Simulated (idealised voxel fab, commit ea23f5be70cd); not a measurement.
process module | voxel wiring stack
cross-section cut | 185 nm wide | cells 5 nm
A cross-section is a grid of square cells, given in bands from the top down. A band is one or more rows of cells.
Each band's line starts with the height of the band's top and of its bottom, in nm. Then come its materials from left to right, each with its width in nm. One material with "throughout" fills the band from edge to edge. "air" is empty space.
Height 0 is the level under which the wafer as received is all one material. The lowest band goes on downwards, as in "0 down".
A width such as "30 to 40" changes by the same amount from each row of cells to the next, from the band's top row to its bottom row.
"no change" after a step means that no cell of the cross-section changed.
closed voids: empty space of 8 cells or more with no open way to the top, each as width x height at its distance from the left edge, in nm
after a step's settings: what the simulator itself notes on the step
overlay nm, on a step with a mask: how far to the right of its planned place the mask lay; to the left if negative
plan
1 op RECEIVE | material Si
2 op CONFORMAL_DEP | material SiO2 | thk nm 15
3 op DIRECTIONAL_DEP | material TiN | thk nm 5
4 op DIRECTIONAL_DEP | material W | thk nm 25
5 op DIRECTIONAL_DEP | material aC | thk nm 10
6 op PATTERN | tone cover | mask id METAL_1 | material resist | width nm 25 | pitch nm 55 | thk nm 30 | overlay nm 0
7 op DIRECTIONAL_ETCH | etch materials aC | depth nm 10
8 op STRIP | etch materials resist
9 op DIRECTIONAL_ETCH | etch materials W | depth nm 25
10 op DIRECTIONAL_ETCH | etch materials TiN | depth nm 5
11 op STRIP | etch materials aC
12 op CONFORMAL_DEP | material SiN | thk nm 5
13 op FILL_DEP | material lowk | thk nm 5
14 op CMP | height nm 45
15 op CONFORMAL_DEP | material SiCN | thk nm 5
16 op DIRECTIONAL_DEP | material lowk | thk nm 20
17 op DIRECTIONAL_DEP | material aC | thk nm 10
18 op PATTERN | tone open | mask id PLUG_1 | material resist | width nm 15 | pitch nm 110 | thk nm 25 | overlay nm 0
19 op DIRECTIONAL_ETCH | etch materials aC | depth nm 10
20 op STRIP | etch materials resist
21 op DIRECTIONAL_ETCH | etch materials lowk | depth nm 20
22 op DIRECTIONAL_ETCH | etch materials SiCN | depth nm 5
23 op STRIP | etch materials aC
24 op CONFORMAL_DEP | material TiN | thk nm 5
25 op FILL_DEP | material W | thk nm 5
26 op CMP | height nm 70
27 op CONFORMAL_DEP | material SiN | thk nm 5
28 op DIRECTIONAL_DEP | material lowk | thk nm 15
29 op MASKED_ETCH | tone open | mask id METAL_2 | width nm 25 | pitch nm 55 | etch materials lowk | depth nm 15 | overlay nm 0
30 op MASKED_ETCH | tone open | mask id METAL_2 | width nm 25 | pitch nm 55 | etch materials SiN | depth nm 5 | overlay nm 0
31 op CONFORMAL_DEP | material TiN | thk nm 5
32 op FILL_DEP | material Cu | thk nm 10
33 op CMP | height nm 90
34 op EPI | material Ru | thk nm 5
35 op FILL_DEP | material SiCN | thk nm 5
36 op DIRECTIONAL_DEP | material lowk | thk nm 10
37 op PATTERN | tone open | mask id PLUG_2 | material resist | width nm 15 | pitch nm 55 | thk nm 15 | overlay nm 0
38 op DIRECTIONAL_ETCH | etch materials lowk | depth nm 10
39 op DIRECTIONAL_ETCH | etch materials SiCN | depth nm 5
40 op STRIP | etch materials resist
41 op CONFORMAL_DEP | material TiN | thk nm 5
42 op FILL_DEP | material W | thk nm 10
43 op CMP | height nm 110
44 op CONFORMAL_DEP | material SiCN | thk nm 5
45 op DIRECTIONAL_DEP | material lowk | thk nm 15
46 op MASKED_ETCH | tone open | mask id METAL_3 | width nm 25 | pitch nm 55 | etch materials lowk | depth nm 15 | overlay nm 0
47 op MASKED_ETCH | tone open | mask id METAL_3 | width nm 25 | pitch nm 55 | etch materials SiCN | depth nm 5 | overlay nm 0
48 op CONFORMAL_DEP | material TiN | thk nm 5
49 op FILL_DEP | material Ru | thk nm 10
50 op CMP | height nm 130
51 op EPI | material Ru | thk nm 5
52 op FILL_DEP | material SiCN | thk nm 5
first wafer, as planned
as received, after step 1
  0 down: Si throughout
  closed voids: none
after step 2
  15 to 0: SiO2 throughout
  below 0: unchanged
after step 3
  20 to 15: TiN throughout
  below 15: unchanged
after step 4
  45 to 20: W throughout
  below 20: unchanged
after step 5
  55 to 45: aC throughout
  below 45: unchanged
after step 6
  85 to 55: air 25 | resist 25 | air 30 | resist 25 | air 30 | resist 25 | air 25
  below 55: unchanged
after step 7
  75 to 55: air 25 | resist 25 | air 30 | resist 25 | air 30 | resist 25 | air 25
  55 to 45: air 25 | aC 25 | air 30 | aC 25 | air 30 | aC 25 | air 25
  below 45: unchanged
after step 8
  55 to 45: air 25 | aC 25 | air 30 | aC 25 | air 30 | aC 25 | air 25
  below 45: unchanged
after step 9
  55 to 45: air 25 | aC 25 | air 30 | aC 25 | air 30 | aC 25 | air 25
  45 to 20: air 25 | W 25 | air 30 | W 25 | air 30 | W 25 | air 25
  below 20: unchanged
after step 10
  55 to 45: air 25 | aC 25 | air 30 | aC 25 | air 30 | aC 25 | air 25
  45 to 20: air 25 | W 25 | air 30 | W 25 | air 30 | W 25 | air 25
  20 to 15: air 25 | TiN 25 | air 30 | TiN 25 | air 30 | TiN 25 | air 25
  below 15: unchanged
after step 11
  45 to 20: air 25 | W 25 | air 30 | W 25 | air 30 | W 25 | air 25
  below 20: unchanged
after step 12
  50 to 45: air 20 | SiN 35 | air 20 | SiN 35 | air 20 | SiN 35 | air 20
  45 to 20: air 20 | SiN 5 | W 25 | SiN 5 | air 20 | SiN 5 | W 25 | SiN 5 | air 20 | SiN 5 | W 25 | SiN 5 | air 20
  20 to 15: SiN 25 | TiN 25 | SiN 30 | TiN 25 | SiN 30 | TiN 25 | SiN 25
  below 15: unchanged
after step 13
  55 to 50: lowk throughout
  50 to 45: lowk 20 | SiN 35 | lowk 20 | SiN 35 | lowk 20 | SiN 35 | lowk 20
  45 to 20: lowk 20 | SiN 5 | W 25 | SiN 5 | lowk 20 | SiN 5 | W 25 | SiN 5 | lowk 20 | SiN 5 | W 25 | SiN 5 | lowk 20
  below 20: unchanged
after step 14
  45 to 20: lowk 20 | SiN 5 | W 25 | SiN 5 | lowk 20 | SiN 5 | W 25 | SiN 5 | lowk 20 | SiN 5 | W 25 | SiN 5 | lowk 20
  below 20: unchanged
after step 15
  50 to 45: SiCN throughout
  below 45: unchanged
after step 16
  70 to 50: lowk throughout
  below 50: unchanged
after step 17
  80 to 70: aC throughout
  below 70: unchanged
after step 18
  105 to 80: resist 25 | air 15 | resist 95 | air 15 | resist 35
  below 80: unchanged
after step 19
  95 to 80: resist 25 | air 15 | resist 95 | air 15 | resist 35
  80 to 70: aC 25 | air 15 | aC 95 | air 15 | aC 35
  below 70: unchanged
after step 20
  80 to 70: aC 25 | air 15 | aC 95 | air 15 | aC 35
  below 70: unchanged
after step 21
  80 to 70: aC 25 | air 15 | aC 95 | air 15 | aC 35
  70 to 50: lowk 25 | air 15 | lowk 95 | air 15 | lowk 35
  below 50: unchanged
after step 22
  80 to 70: aC 25 | air 15 | aC 95 | air 15 | aC 35
  70 to 50: lowk 25 | air 15 | lowk 95 | air 15 | lowk 35
  50 to 45: SiCN 25 | air 15 | SiCN 95 | air 15 | SiCN 35
  below 45: unchanged
after step 23
  70 to 50: lowk 25 | air 15 | lowk 95 | air 15 | lowk 35
  below 50: unchanged
after step 24
  75 to 70: TiN 30 | air 5 | TiN 105 | air 5 | TiN 40
  70 to 50: lowk 25 | TiN 5 | air 5 | TiN 5 | lowk 95 | TiN 5 | air 5 | TiN 5 | lowk 35
  50 to 45: SiCN 25 | TiN 15 | SiCN 95 | TiN 15 | SiCN 35
  below 45: unchanged
after step 25
  80 to 75: W throughout
  75 to 70: TiN 30 | W 5 | TiN 105 | W 5 | TiN 40
  70 to 50: lowk 25 | TiN 5 | W 5 | TiN 5 | lowk 95 | TiN 5 | W 5 | TiN 5 | lowk 35
  below 50: unchanged
after step 26
  70 to 50: lowk 25 | TiN 5 | W 5 | TiN 5 | lowk 95 | TiN 5 | W 5 | TiN 5 | lowk 35
  below 50: unchanged
after step 27
  75 to 70: SiN throughout
  below 70: unchanged
after step 28
  90 to 75: lowk throughout
  below 75: unchanged
after step 29
  90 to 75: lowk 25 | air 25 | lowk 30 | air 25 | lowk 30 | air 25 | lowk 25
  below 75: unchanged
after step 30
  90 to 75: lowk 25 | air 25 | lowk 30 | air 25 | lowk 30 | air 25 | lowk 25
  75 to 70: SiN 25 | air 25 | SiN 30 | air 25 | SiN 30 | air 25 | SiN 25
  below 70: unchanged
after step 31
  95 to 90: TiN 30 | air 15 | TiN 40 | air 15 | TiN 40 | air 15 | TiN 30
  90 to 75: lowk 25 | TiN 5 | air 15 | TiN 5 | lowk 30 | TiN 5 | air 15 | TiN 5 | lowk 30 | TiN 5 | air 15 | TiN 5 | lowk 25
  75 to 70: SiN 25 | TiN 25 | SiN 30 | TiN 25 | SiN 30 | TiN 25 | SiN 25
  below 70: unchanged
after step 32
  105 to 95: Cu throughout
  95 to 90: TiN 30 | Cu 15 | TiN 40 | Cu 15 | TiN 40 | Cu 15 | TiN 30
  90 to 75: lowk 25 | TiN 5 | Cu 15 | TiN 5 | lowk 30 | TiN 5 | Cu 15 | TiN 5 | lowk 30 | TiN 5 | Cu 15 | TiN 5 | lowk 25
  below 75: unchanged
after step 33
  90 to 75: lowk 25 | TiN 5 | Cu 15 | TiN 5 | lowk 30 | TiN 5 | Cu 15 | TiN 5 | lowk 30 | TiN 5 | Cu 15 | TiN 5 | lowk 25
  below 75: unchanged
after step 34
  95 to 90: air 20 | Ru 35 | air 20 | Ru 35 | air 20 | Ru 35 | air 20
  below 90: unchanged
after step 35
  100 to 95: SiCN throughout
  95 to 90: SiCN 20 | Ru 35 | SiCN 20 | Ru 35 | SiCN 20 | Ru 35 | SiCN 20
  below 90: unchanged
after step 36
  110 to 100: lowk throughout
  below 100: unchanged
after step 37
  125 to 110: resist 25 | air 15 | resist 40 | air 15 | resist 40 | air 15 | resist 35
  below 110: unchanged
after step 38
  125 to 110: resist 25 | air 15 | resist 40 | air 15 | resist 40 | air 15 | resist 35
  110 to 100: lowk 25 | air 15 | lowk 40 | air 15 | lowk 40 | air 15 | lowk 35
  below 100: unchanged
after step 39
  125 to 110: resist 25 | air 15 | resist 40 | air 15 | resist 40 | air 15 | resist 35
  110 to 100: lowk 25 | air 15 | lowk 40 | air 15 | lowk 40 | air 15 | lowk 35
  100 to 95: SiCN 25 | air 15 | SiCN 40 | air 15 | SiCN 40 | air 15 | SiCN 35
  below 95: unchanged
after step 40
  110 to 100: lowk 25 | air 15 | lowk 40 | air 15 | lowk 40 | air 15 | lowk 35
  below 100: unchanged
after step 41
  115 to 110: TiN 30 | air 5 | TiN 50 | air 5 | TiN 50 | air 5 | TiN 40
  110 to 100: lowk 25 | TiN 5 | air 5 | TiN 5 | lowk 40 | TiN 5 | air 5 | TiN 5 | lowk 40 | TiN 5 | air 5 | TiN 5 | lowk 35
  100 to 95: SiCN 25 | TiN 15 | SiCN 40 | TiN 15 | SiCN 40 | TiN 15 | SiCN 35
  below 95: unchanged
after step 42
  125 to 115: W throughout
  115 to 110: TiN 30 | W 5 | TiN 50 | W 5 | TiN 50 | W 5 | TiN 40
  110 to 100: lowk 25 | TiN 5 | W 5 | TiN 5 | lowk 40 | TiN 5 | W 5 | TiN 5 | lowk 40 | TiN 5 | W 5 | TiN 5 | lowk 35
  below 100: unchanged
after step 43
  110 to 100: lowk 25 | TiN 5 | W 5 | TiN 5 | lowk 40 | TiN 5 | W 5 | TiN 5 | lowk 40 | TiN 5 | W 5 | TiN 5 | lowk 35
  below 100: unchanged
after step 44
  115 to 110: SiCN throughout
  below 110: unchanged
after step 45
  130 to 115: lowk throughout
  below 115: unchanged
after step 46
  130 to 115: lowk 25 | air 25 | lowk 30 | air 25 | lowk 30 | air 25 | lowk 25
  below 115: unchanged
after step 47
  130 to 115: lowk 25 | air 25 | lowk 30 | air 25 | lowk 30 | air 25 | lowk 25
  115 to 110: SiCN 25 | air 25 | SiCN 30 | air 25 | SiCN 30 | air 25 | SiCN 25
  below 110: unchanged
after step 48
  135 to 130: TiN 30 | air 15 | TiN 40 | air 15 | TiN 40 | air 15 | TiN 30
  130 to 115: lowk 25 | TiN 5 | air 15 | TiN 5 | lowk 30 | TiN 5 | air 15 | TiN 5 | lowk 30 | TiN 5 | air 15 | TiN 5 | lowk 25
  115 to 110: SiCN 25 | TiN 25 | SiCN 30 | TiN 25 | SiCN 30 | TiN 25 | SiCN 25
  below 110: unchanged
after step 49
  145 to 135: Ru throughout
  135 to 130: TiN 30 | Ru 15 | TiN 40 | Ru 15 | TiN 40 | Ru 15 | TiN 30
  130 to 115: lowk 25 | TiN 5 | Ru 15 | TiN 5 | lowk 30 | TiN 5 | Ru 15 | TiN 5 | lowk 30 | TiN 5 | Ru 15 | TiN 5 | lowk 25
  below 115: unchanged
after step 50
  130 to 115: lowk 25 | TiN 5 | Ru 15 | TiN 5 | lowk 30 | TiN 5 | Ru 15 | TiN 5 | lowk 30 | TiN 5 | Ru 15 | TiN 5 | lowk 25
  below 115: unchanged
after step 51
  135 to 130: air 20 | Ru 35 | air 20 | Ru 35 | air 20 | Ru 35 | air 20
  below 130: unchanged
after step 52
  140 to 135: SiCN throughout
  135 to 130: SiCN 20 | Ru 35 | SiCN 20 | Ru 35 | SiCN 20 | Ru 35 | SiCN 20
  below 130: unchanged
second wafer: like start, like plan, one mistake. Through step 17 it matches the first wafer
when step 18 should have ended
  105 to 80: air 25 | resist 15 | air 95 | resist 15 | air 35
  below 80: unchanged
when step 19 should have ended
  95 to 80: air 25 | resist 15 | air 95 | resist 15 | air 35
  80 to 70: air 25 | aC 15 | air 95 | aC 15 | air 35
  below 70: unchanged
when step 20 should have ended
  80 to 70: air 25 | aC 15 | air 95 | aC 15 | air 35
  below 70: unchanged
when step 21 should have ended
  80 to 70: air 25 | aC 15 | air 95 | aC 15 | air 35
  70 to 50: air 25 | lowk 15 | air 95 | lowk 15 | air 35
  below 50: unchanged
when step 22 should have ended
  80 to 70: air 25 | aC 15 | air 95 | aC 15 | air 35
  70 to 50: air 25 | lowk 15 | air 95 | lowk 15 | air 35
  50 to 45: air 25 | SiCN 15 | air 95 | SiCN 15 | air 35
  below 45: unchanged
when step 23 should have ended
  70 to 50: air 25 | lowk 15 | air 95 | lowk 15 | air 35
  below 50: unchanged
when step 24 should have ended
  75 to 70: air 20 | TiN 25 | air 85 | TiN 25 | air 30
  70 to 50: air 20 | TiN 5 | lowk 15 | TiN 5 | air 85 | TiN 5 | lowk 15 | TiN 5 | air 30
  50 to 45: TiN 25 | SiCN 15 | TiN 95 | SiCN 15 | TiN 35
  below 45: unchanged
when step 25 should have ended
  80 to 75: W throughout
  75 to 70: W 20 | TiN 25 | W 85 | TiN 25 | W 30
  70 to 50: W 20 | TiN 5 | lowk 15 | TiN 5 | W 85 | TiN 5 | lowk 15 | TiN 5 | W 30
  below 50: unchanged
when step 26 should have ended
  70 to 50: W 20 | TiN 5 | lowk 15 | TiN 5 | W 85 | TiN 5 | lowk 15 | TiN 5 | W 30
  below 50: unchanged
when step 27 should have ended
  75 to 70: SiN throughout
  below 70: unchanged
when step 28 should have ended
  90 to 75: lowk throughout
  below 75: unchanged
when step 29 should have ended
  90 to 75: lowk 25 | air 25 | lowk 30 | air 25 | lowk 30 | air 25 | lowk 25
  below 75: unchanged
when step 30 should have ended
  90 to 75: lowk 25 | air 25 | lowk 30 | air 25 | lowk 30 | air 25 | lowk 25
  75 to 70: SiN 25 | air 25 | SiN 30 | air 25 | SiN 30 | air 25 | SiN 25
  below 70: unchanged
when step 31 should have ended
  95 to 90: TiN 30 | air 15 | TiN 40 | air 15 | TiN 40 | air 15 | TiN 30
  90 to 75: lowk 25 | TiN 5 | air 15 | TiN 5 | lowk 30 | TiN 5 | air 15 | TiN 5 | lowk 30 | TiN 5 | air 15 | TiN 5 | lowk 25
  75 to 70: SiN 25 | TiN 25 | SiN 30 | TiN 25 | SiN 30 | TiN 25 | SiN 25
  below 70: unchanged
when step 32 should have ended
  105 to 95: Cu throughout
  95 to 90: TiN 30 | Cu 15 | TiN 40 | Cu 15 | TiN 40 | Cu 15 | TiN 30
  90 to 75: lowk 25 | TiN 5 | Cu 15 | TiN 5 | lowk 30 | TiN 5 | Cu 15 | TiN 5 | lowk 30 | TiN 5 | Cu 15 | TiN 5 | lowk 25
  below 75: unchanged
when step 33 should have ended
  90 to 75: lowk 25 | TiN 5 | Cu 15 | TiN 5 | lowk 30 | TiN 5 | Cu 15 | TiN 5 | lowk 30 | TiN 5 | Cu 15 | TiN 5 | lowk 25
  below 75: unchanged
when step 34 should have ended
  95 to 90: air 20 | Ru 35 | air 20 | Ru 35 | air 20 | Ru 35 | air 20
  below 90: unchanged
when step 35 should have ended
  100 to 95: SiCN throughout
  95 to 90: SiCN 20 | Ru 35 | SiCN 20 | Ru 35 | SiCN 20 | Ru 35 | SiCN 20
  below 90: unchanged
when step 36 should have ended
  110 to 100: lowk throughout
  below 100: unchanged
when step 37 should have ended
  125 to 110: resist 25 | air 15 | resist 40 | air 15 | resist 40 | air 15 | resist 35
  below 110: unchanged
when step 38 should have ended
  125 to 110: resist 25 | air 15 | resist 40 | air 15 | resist 40 | air 15 | resist 35
  110 to 100: lowk 25 | air 15 | lowk 40 | air 15 | lowk 40 | air 15 | lowk 35
  below 100: unchanged
when step 39 should have ended
  125 to 110: resist 25 | air 15 | resist 40 | air 15 | resist 40 | air 15 | resist 35
  110 to 100: lowk 25 | air 15 | lowk 40 | air 15 | lowk 40 | air 15 | lowk 35
  100 to 95: SiCN 25 | air 15 | SiCN 40 | air 15 | SiCN 40 | air 15 | SiCN 35
  below 95: unchanged
when step 40 should have ended
  110 to 100: lowk 25 | air 15 | lowk 40 | air 15 | lowk 40 | air 15 | lowk 35
  below 100: unchanged
when step 41 should have ended
  115 to 110: TiN 30 | air 5 | TiN 50 | air 5 | TiN 50 | air 5 | TiN 40
  110 to 100: lowk 25 | TiN 5 | air 5 | TiN 5 | lowk 40 | TiN 5 | air 5 | TiN 5 | lowk 40 | TiN 5 | air 5 | TiN 5 | lowk 35
  100 to 95: SiCN 25 | TiN 15 | SiCN 40 | TiN 15 | SiCN 40 | TiN 15 | SiCN 35
  below 95: unchanged
when step 42 should have ended
  125 to 115: W throughout
  115 to 110: TiN 30 | W 5 | TiN 50 | W 5 | TiN 50 | W 5 | TiN 40
  110 to 100: lowk 25 | TiN 5 | W 5 | TiN 5 | lowk 40 | TiN 5 | W 5 | TiN 5 | lowk 40 | TiN 5 | W 5 | TiN 5 | lowk 35
  below 100: unchanged
when step 43 should have ended
  110 to 100: lowk 25 | TiN 5 | W 5 | TiN 5 | lowk 40 | TiN 5 | W 5 | TiN 5 | lowk 40 | TiN 5 | W 5 | TiN 5 | lowk 35
  below 100: unchanged
when step 44 should have ended
  115 to 110: SiCN throughout
  below 110: unchanged
when step 45 should have ended
  130 to 115: lowk throughout
  below 115: unchanged
when step 46 should have ended
  130 to 115: lowk 25 | air 25 | lowk 30 | air 25 | lowk 30 | air 25 | lowk 25
  below 115: unchanged
when step 47 should have ended
  130 to 115: lowk 25 | air 25 | lowk 30 | air 25 | lowk 30 | air 25 | lowk 25
  115 to 110: SiCN 25 | air 25 | SiCN 30 | air 25 | SiCN 30 | air 25 | SiCN 25
  below 110: unchanged
when step 48 should have ended
  135 to 130: TiN 30 | air 15 | TiN 40 | air 15 | TiN 40 | air 15 | TiN 30
  130 to 115: lowk 25 | TiN 5 | air 15 | TiN 5 | lowk 30 | TiN 5 | air 15 | TiN 5 | lowk 30 | TiN 5 | air 15 | TiN 5 | lowk 25
  115 to 110: SiCN 25 | TiN 25 | SiCN 30 | TiN 25 | SiCN 30 | TiN 25 | SiCN 25
  below 110: unchanged
when step 49 should have ended
  145 to 135: Ru throughout
  135 to 130: TiN 30 | Ru 15 | TiN 40 | Ru 15 | TiN 40 | Ru 15 | TiN 30
  130 to 115: lowk 25 | TiN 5 | Ru 15 | TiN 5 | lowk 30 | TiN 5 | Ru 15 | TiN 5 | lowk 30 | TiN 5 | Ru 15 | TiN 5 | lowk 25
  below 115: unchanged
when step 50 should have ended
  130 to 115: lowk 25 | TiN 5 | Ru 15 | TiN 5 | lowk 30 | TiN 5 | Ru 15 | TiN 5 | lowk 30 | TiN 5 | Ru 15 | TiN 5 | lowk 25
  below 115: unchanged
when step 51 should have ended
  135 to 130: air 20 | Ru 35 | air 20 | Ru 35 | air 20 | Ru 35 | air 20
  below 130: unchanged
when step 52 should have ended
  140 to 135: SiCN throughout
  135 to 130: SiCN 20 | Ru 35 | SiCN 20 | Ru 35 | SiCN 20 | Ru 35 | SiCN 20
  below 130: unchanged
what went wrong: step 18 ran as: op PATTERN | tone cover | mask id PLUG_1 | material resist | width nm 15 | pitch nm 110 | thk nm 25 | overlay nm 0
at the end the second wafer has, in cells: 25 fewer of SiCN | 25 more of TiN | 100 more of W | 100 fewer of lowk
